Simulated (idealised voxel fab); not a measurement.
The name of this process module is voxel ribs on slabs.
The figure presents cross-section cut, which has a width of 200 nm and is divided into square cells with an edge length of 5 nm.
A cross-section is a grid of square cells, given in bands from the top down. A band is one or more rows of cells.
For a band, the entry starts with two heights in nm, that of the top and then that of the bottom, and carries on with the band's materials in order from left to right, each alongside its width in nm; the word "everywhere" beside a single material means it fills the band edge to edge, and "blank" means empty space.
Zero point of the height axis is 0; under it, received wafer = one material. Lowest band: continues down indefinitely, "0..down".
When a width is written as two numbers, as in "30..40", the first number is the width in the top row of cells of the band and the second is the width in its bottom row, and the width changes by the same amount from each row to the next.
When a step is marked "nothing was modified", none of the cells in the cross-section changed during that step.
Entry "Non-vented voids" = empty spaces >= 8 cells with no open way to the top; each as width x height at distance, distance from left edge, all nm.
Where a step's line continues beyond its settings, the continuation is a remark by the simulator itself on that step.
"overlay nm" answers the question of how far to the right of plan the mask lay on a step that has a mask, and when it is negative the answer is to the left.

### This section lists the process steps that were planned
1 RECEIVE, material Si
2 DIRECTIONAL_DEP, material SiO2, thk nm 30
3 DIRECTIONAL_DEP, material SiN, thk nm 25
4 MASKED_ETCH, tone cover, mask id RIB, width nm 20, etch materials SiN, depth nm 5, overlay nm 0
5 PATTERN, tone cover, mask id SLAB, material resist, width nm 80, thk nm 20, overlay nm 0
6 DIRECTIONAL_ETCH, etch materials SiN, depth nm 20
7 STRIP, etch materials resist
8 FILL_DEP, material SiO2, thk nm 15
9 CMP, height nm 65
10 DIRECTIONAL_DEP, material TiN, thk nm 10
11 MASKED_ETCH, tone cover, mask id HEATER, width nm 30, etch materials TiN, depth nm 10, overlay nm 0
12 CONFORMAL_DEP, material SiN, thk nm 10

### as received, after step 1
0..down | Si everywhere
Non-vented voids: none

### Final cross-section, module run with one mistake (start and plan as above)
75..65 | blank 85, TiN 30, blank 85
65..55 | SiO2 everywhere
55..50 | SiO2 90, SiN 20, SiO2 90
50..30 | SiO2 60, SiN 80, SiO2 60
30..0 | SiO2 everywhere
0..down | Si everywhere
Non-vented voids: none
Diagnosis: step 12 of the plan was omitted and not executed
